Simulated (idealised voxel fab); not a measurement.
Presented below is a process module, voxel self aligned vias.
Xsec cut, 240 nm wide, square cell size 5 nm.
Each cross-section below is a grid of square cells, stated as bands in top-down order, with one or more rows of cells making up each band.
Band: top and bottom heights (nm) first, top before bottom; then materials from left to right, widths in nm. "everywhere" marks a sole material filling the band edge to edge. "air" denotes empty space.
Convention: height 0 is the level below which the wafer, as received, is all one material. The lowest band does not terminate at the bottom but continues downward, represented as "0..down".
It should be noted that a width expressed as "30..40" varies in equal increments from row to row of cells within the band, taking the value of the first number at the top row and that of the second number at the bottom row.
Key: "no modification" - step with no changed cell in the cross-section.
"Catalogued sealed voids": empty spaces of 8 cells or more with no open way to the top, each given as width x height at distance, distance from the left edge, all in nm.
Note: text after step settings on the step line = simulator remark on that step.
Regarding "overlay nm": on a step with a mask, it is the distance the mask lay to the right of its planned place; a negative value places it to the left.
# The planned process steps are enumerated hereunder
1. RECEIVE (material Si)
2. CONFORMAL_DEP (material SiO2; thk nm 15)
3. CONFORMAL_DEP (material SiCN; thk nm 5)
4. DIRECTIONAL_DEP (material SiO2; thk nm 30)
5. DIRECTIONAL_DEP (material aC; thk nm 10)
6. PATTERN (tone open; mask id LINES; material resist; width nm 20; pitch nm 50; thk nm 30; overlay nm 0)
7. DIRECTIONAL_ETCH (etch materials aC; depth nm 10)
8. STRIP (etch materials resist)
9. DIRECTIONAL_ETCH (etch materials SiO2; depth nm 30)
10. STRIP (etch materials aC)
11. CONFORMAL_DEP (material TiN; thk nm 5)
12. FILL_DEP (material Ru; thk nm 5)
13. CMP (height nm 50)
14. SELECTIVE_ETCH (etch materials W Ru TiN; depth nm 5)
15. FILL_DEP (material SiN; thk nm 5)
16. CMP (height nm 50)
17. DIRECTIONAL_DEP (material SiO2; thk nm 20)
18. PATTERN (tone open; mask id VIAS; material resist; width nm 30; pitch nm 100; thk nm 20; overlay nm 0)
19. DIRECTIONAL_ETCH (etch materials SiO2; depth nm 20)
20. DIRECTIONAL_ETCH (etch materials SiN; depth nm 5)
21. STRIP (etch materials resist)
22. CONFORMAL_DEP (material TiN; thk nm 5)
23. FILL_DEP (material Cu; thk nm 5)
24. CMP (height nm 70)
25. CONFORMAL_DEP (material SiN; thk nm 5)
# Account of the first of two wafers, which was processed as intended
# Cross-section of the wafer as it came to us, i.e., already through step 1
* 0..down = Si everywhere
* Catalogued sealed voids: none
# The following cross-section depicts the wafer upon completion of step 2
* 15..0 = SiO2 everywhere
* Heights below 0 show no change.
# The following cross-section depicts the wafer upon completion of step 3
* 20..15 = SiCN everywhere
* Heights below 15 show no change.
# The following cross-section depicts the wafer upon completion of step 4
* 50..20 = SiO2 everywhere
* Heights below 20 show no change.
# The following cross-section depicts the wafer upon completion of step 5
* 60..50 = aC everywhere
* Heights below 50 show no change.
# The following cross-section depicts the wafer upon completion of step 6
* 90..60 = resist: 60 / air: 20 / resist: 30 / air: 20 / resist: 30 / air: 20 / resist: 60
* Heights below 60 show no change.
# The following cross-section depicts the wafer upon completion of step 7
* 80..60 = resist: 60 / air: 20 / resist: 30 / air: 20 / resist: 30 / air: 20 / resist: 60
* 60..50 = aC: 60 / air: 20 / aC: 30 / air: 20 / aC: 30 / air: 20 / aC: 60
* Heights below 50 show no change.
# The following cross-section depicts the wafer upon completion of step 8
* 60..50 = aC: 60 / air: 20 / aC: 30 / air: 20 / aC: 30 / air: 20 / aC: 60
* Heights below 50 show no change.
# The following cross-section depicts the wafer upon completion of step 9
* 60..50 = aC: 60 / air: 20 / aC: 30 / air: 20 / aC: 30 / air: 20 / aC: 60
* 50..20 = SiO2: 60 / air: 20 / SiO2: 30 / air: 20 / SiO2: 30 / air: 20 / SiO2: 60
* Heights below 20 show no change.
# The following cross-section depicts the wafer upon completion of step 10
* 50..20 = SiO2: 60 / air: 20 / SiO2: 30 / air: 20 / SiO2: 30 / air: 20 / SiO2: 60
* Heights below 20 show no change.
# The following cross-section depicts the wafer upon completion of step 11
* 55..50 = TiN: 65 / air: 10 / TiN: 40 / air: 10 / TiN: 40 / air: 10 / TiN: 65
* 50..25 = SiO2: 60 / TiN: 5 / air: 10 / TiN: 5 / SiO2: 30 / TiN: 5 / air: 10 / TiN: 5 / SiO2: 30 / TiN: 5 / air: 10 / TiN: 5 / SiO2: 60
* 25..20 = SiO2: 60 / TiN: 20 / SiO2: 30 / TiN: 20 / SiO2: 30 / TiN: 20 / SiO2: 60
* Heights below 20 show no change.
# The following cross-section depicts the wafer upon completion of step 12
* 60..55 = Ru everywhere
* 55..50 = TiN: 65 / Ru: 10 / TiN: 40 / Ru: 10 / TiN: 40 / Ru: 10 / TiN: 65
* 50..25 = SiO2: 60 / TiN: 5 / Ru: 10 / TiN: 5 / SiO2: 30 / TiN: 5 / Ru: 10 / TiN: 5 / SiO2: 30 / TiN: 5 / Ru: 10 / TiN: 5 / SiO2: 60
* Heights below 25 show no change.
# The following cross-section depicts the wafer upon completion of step 13
* 50..25 = SiO2: 60 / TiN: 5 / Ru: 10 / TiN: 5 / SiO2: 30 / TiN: 5 / Ru: 10 / TiN: 5 / SiO2: 30 / TiN: 5 / Ru: 10 / TiN: 5 / SiO2: 60
* Heights below 25 show no change.
# The following cross-section depicts the wafer upon completion of step 14
* 50..45 = SiO2: 60 / air: 20 / SiO2: 30 / air: 20 / SiO2: 30 / air: 20 / SiO2: 60
* Heights below 45 show no change.
# The following cross-section depicts the wafer upon completion of step 15
* 55..50 = SiN everywhere
* 50..45 = SiO2: 60 / SiN: 20 / SiO2: 30 / SiN: 20 / SiO2: 30 / SiN: 20 / SiO2: 60
* Heights below 45 show no change.
# The following cross-section depicts the wafer upon completion of step 16
* 50..45 = SiO2: 60 / SiN: 20 / SiO2: 30 / SiN: 20 / SiO2: 30 / SiN: 20 / SiO2: 60
* Heights below 45 show no change.
# The following cross-section depicts the wafer upon completion of step 17
* 70..50 = SiO2 everywhere
* Heights below 50 show no change.
# The following cross-section depicts the wafer upon completion of step 18
* 90..70 = resist: 55 / air: 30 / resist: 70 / air: 30 / resist: 55
* Heights below 70 show no change.
# The following cross-section depicts the wafer upon completion of step 19
* 90..70 = resist: 55 / air: 30 / resist: 70 / air: 30 / resist: 55
* 70..50 = SiO2: 55 / air: 30 / SiO2: 70 / air: 30 / SiO2: 55
* Heights below 50 show no change.
# The following cross-section depicts the wafer upon completion of step 20
* 90..70 = resist: 55 / air: 30 / resist: 70 / air: 30 / resist: 55
* 70..50 = SiO2: 55 / air: 30 / SiO2: 70 / air: 30 / SiO2: 55
* 50..45 = SiO2: 60 / air: 20 / SiO2: 30 / SiN: 20 / SiO2: 30 / air: 20 / SiO2: 60
* Heights below 45 show no change.
# The following cross-section depicts the wafer upon completion of step 21
* 70..50 = SiO2: 55 / air: 30 / SiO2: 70 / air: 30 / SiO2: 55
* Heights below 50 show no change.
# The following cross-section depicts the wafer upon completion of step 22
* 75..70 = TiN: 60 / air: 20 / TiN: 80 / air: 20 / TiN: 60
* 70..55 = SiO2: 55 / TiN: 5 / air: 20 / TiN: 5 / SiO2: 70 / TiN: 5 / air: 20 / TiN: 5 / SiO2: 55
* 55..50 = SiO2: 55 / TiN: 10 / air: 10 / TiN: 10 / SiO2: 70 / TiN: 10 / air: 10 / TiN: 10 / SiO2: 55
* 50..45 = SiO2: 60 / TiN: 20 / SiO2: 30 / SiN: 20 / SiO2: 30 / TiN: 20 / SiO2: 60
* Heights below 45 show no change.
# The following cross-section depicts the wafer upon completion of step 23
* 80..75 = Cu everywhere
* 75..70 = TiN: 60 / Cu: 20 / TiN: 80 / Cu: 20 / TiN: 60
* 70..55 = SiO2: 55 / TiN: 5 / Cu: 20 / TiN: 5 / SiO2: 70 / TiN: 5 / Cu: 20 / TiN: 5 / SiO2: 55
* 55..50 = SiO2: 55 / TiN: 10 / Cu: 10 / TiN: 10 / SiO2: 70 / TiN: 10 / Cu: 10 / TiN: 10 / SiO2: 55
* Heights below 50 show no change.
# The following cross-section depicts the wafer upon completion of step 24
* 70..55 = SiO2: 55 / TiN: 5 / Cu: 20 / TiN: 5 / SiO2: 70 / TiN: 5 / Cu: 20 / TiN: 5 / SiO2: 55
* Heights below 55 show no change.
# The following cross-section depicts the wafer upon completion of step 25
* 75..70 = SiN everywhere
* Heights below 70 show no change.
# Second wafer - shared start and plan with the first - one error in running - same as the first up to step 1 inclusive
# Look at the second wafer in cross-section at the time step 2 ought to have finished
* 5..0 = SiCN everywhere
* Heights below 0 show no change.
# Look at the second wafer in cross-section at the time step 3 ought to have finished
* 20..5 = SiO2 everywhere
* Heights below 5 show no change.
# Look at the second wafer in cross-section at the time step 4 ought to have finished
* 50..5 = SiO2 everywhere
* Heights below 5 show no change.
# Look at the second wafer in cross-section at the time step 5 ought to have finished
* 60..50 = aC everywhere
* Heights below 50 show no change.
# Look at the second wafer in cross-section at the time step 6 ought to have finished
* 90..60 = resist: 60 / air: 20 / resist: 30 / air: 20 / resist: 30 / air: 20 / resist: 60
* Heights below 60 show no change.
# Look at the second wafer in cross-section at the time step 7 ought to have finished
* 80..60 = resist: 60 / air: 20 / resist: 30 / air: 20 / resist: 30 / air: 20 / resist: 60
* 60..50 = aC: 60 / air: 20 / aC: 30 / air: 20 / aC: 30 / air: 20 / aC: 60
* Heights below 50 show no change.
# Look at the second wafer in cross-section at the time step 8 ought to have finished
* 60..50 = aC: 60 / air: 20 / aC: 30 / air: 20 / aC: 30 / air: 20 / aC: 60
* Heights below 50 show no change.
# Look at the second wafer in cross-section at the time step 9 ought to have finished
* 60..50 = aC: 60 / air: 20 / aC: 30 / air: 20 / aC: 30 / air: 20 / aC: 60
* 50..20 = SiO2: 60 / air: 20 / SiO2: 30 / air: 20 / SiO2: 30 / air: 20 / SiO2: 60
* Heights below 20 show no change.
# Look at the second wafer in cross-section at the time step 10 ought to have finished
* 50..20 = SiO2: 60 / air: 20 / SiO2: 30 / air: 20 / SiO2: 30 / air: 20 / SiO2: 60
* Heights below 20 show no change.
# Look at the second wafer in cross-section at the time step 11 ought to have finished
* 55..50 = TiN: 65 / air: 10 / TiN: 40 / air: 10 / TiN: 40 / air: 10 / TiN: 65
* 50..25 = SiO2: 60 / TiN: 5 / air: 10 / TiN: 5 / SiO2: 30 / TiN: 5 / air: 10 / TiN: 5 / SiO2: 30 / TiN: 5 / air: 10 / TiN: 5 / SiO2: 60
* 25..20 = SiO2: 60 / TiN: 20 / SiO2: 30 / TiN: 20 / SiO2: 30 / TiN: 20 / SiO2: 60
* Heights below 20 show no change.
# Look at the second wafer in cross-section at the time step 12 ought to have finished
* 60..55 = Ru everywhere
* 55..50 = TiN: 65 / Ru: 10 / TiN: 40 / Ru: 10 / TiN: 40 / Ru: 10 / TiN: 65
* 50..25 = SiO2: 60 / TiN: 5 / Ru: 10 / TiN: 5 / SiO2: 30 / TiN: 5 / Ru: 10 / TiN: 5 / SiO2: 30 / TiN: 5 / Ru: 10 / TiN: 5 / SiO2: 60
* Heights below 25 show no change.
# Look at the second wafer in cross-section at the time step 13 ought to have finished
* 50..25 = SiO2: 60 / TiN: 5 / Ru: 10 / TiN: 5 / SiO2: 30 / TiN: 5 / Ru: 10 / TiN: 5 / SiO2: 30 / TiN: 5 / Ru: 10 / TiN: 5 / SiO2: 60
* Heights below 25 show no change.
# Look at the second wafer in cross-section at the time step 14 ought to have finished
* 50..45 = SiO2: 60 / air: 20 / SiO2: 30 / air: 20 / SiO2: 30 / air: 20 / SiO2: 60
* Heights below 45 show no change.
# Look at the second wafer in cross-section at the time step 15 ought to have finished
* 55..50 = SiN everywhere
* 50..45 = SiO2: 60 / SiN: 20 / SiO2: 30 / SiN: 20 / SiO2: 30 / SiN: 20 / SiO2: 60
* Heights below 45 show no change.
# Look at the second wafer in cross-section at the time step 16 ought to have finished
* 50..45 = SiO2: 60 / SiN: 20 / SiO2: 30 / SiN: 20 / SiO2: 30 / SiN: 20 / SiO2: 60
* Heights below 45 show no change.
# Look at the second wafer in cross-section at the time step 17 ought to have finished
* 70..50 = SiO2 everywhere
* Heights below 50 show no change.
# Look at the second wafer in cross-section at the time step 18 ought to have finished
* 90..70 = resist: 55 / air: 30 / resist: 70 / air: 30 / resist: 55
* Heights below 70 show no change.
# Look at the second wafer in cross-section at the time step 19 ought to have finished
* 90..70 = resist: 55 / air: 30 / resist: 70 / air: 30 / resist: 55
* 70..50 = SiO2: 55 / air: 30 / SiO2: 70 / air: 30 / SiO2: 55
* Heights below 50 show no change.
# Look at the second wafer in cross-section at the time step 20 ought to have finished
* 90..70 = resist: 55 / air: 30 / resist: 70 / air: 30 / resist: 55
* 70..50 = SiO2: 55 / air: 30 / SiO2: 70 / air: 30 / SiO2: 55
* 50..45 = SiO2: 60 / air: 20 / SiO2: 30 / SiN: 20 / SiO2: 30 / air: 20 / SiO2: 60
* Heights below 45 show no change.
# Look at the second wafer in cross-section at the time step 21 ought to have finished
* 70..50 = SiO2: 55 / air: 30 / SiO2: 70 / air: 30 / SiO2: 55
* Heights below 50 show no change.
# Look at the second wafer in cross-section at the time step 22 ought to have finished
* 75..70 = TiN: 60 / air: 20 / TiN: 80 / air: 20 / TiN: 60
* 70..55 = SiO2: 55 / TiN: 5 / air: 20 / TiN: 5 / SiO2: 70 / TiN: 5 / air: 20 / TiN: 5 / SiO2: 55
* 55..50 = SiO2: 55 / TiN: 10 / air: 10 / TiN: 10 / SiO2: 70 / TiN: 10 / air: 10 / TiN: 10 / SiO2: 55
* 50..45 = SiO2: 60 / TiN: 20 / SiO2: 30 / SiN: 20 / SiO2: 30 / TiN: 20 / SiO2: 60
* Heights below 45 show no change.
# Look at the second wafer in cross-section at the time step 23 ought to have finished
* 80..75 = Cu everywhere
* 75..70 = TiN: 60 / Cu: 20 / TiN: 80 / Cu: 20 / TiN: 60
* 70..55 = SiO2: 55 / TiN: 5 / Cu: 20 / TiN: 5 / SiO2: 70 / TiN: 5 / Cu: 20 / TiN: 5 / SiO2: 55
* 55..50 = SiO2: 55 / TiN: 10 / Cu: 10 / TiN: 10 / SiO2: 70 / TiN: 10 / Cu: 10 / TiN: 10 / SiO2: 55
* Heights below 50 show no change.
# Look at the second wafer in cross-section at the time step 24 ought to have finished
* 70..55 = SiO2: 55 / TiN: 5 / Cu: 20 / TiN: 5 / SiO2: 70 / TiN: 5 / Cu: 20 / TiN: 5 / SiO2: 55
* Heights below 55 show no change.
# Look at the second wafer in cross-section at the time step 25 ought to have finished
* 75..70 = SiN everywhere
* Heights below 70 show no change.
Deviation from plan: steps 2 and 3: order swapped relative to plan
So at the finish, the second wafer's got exactly as many cells of each material as the first, just not in the same spots.
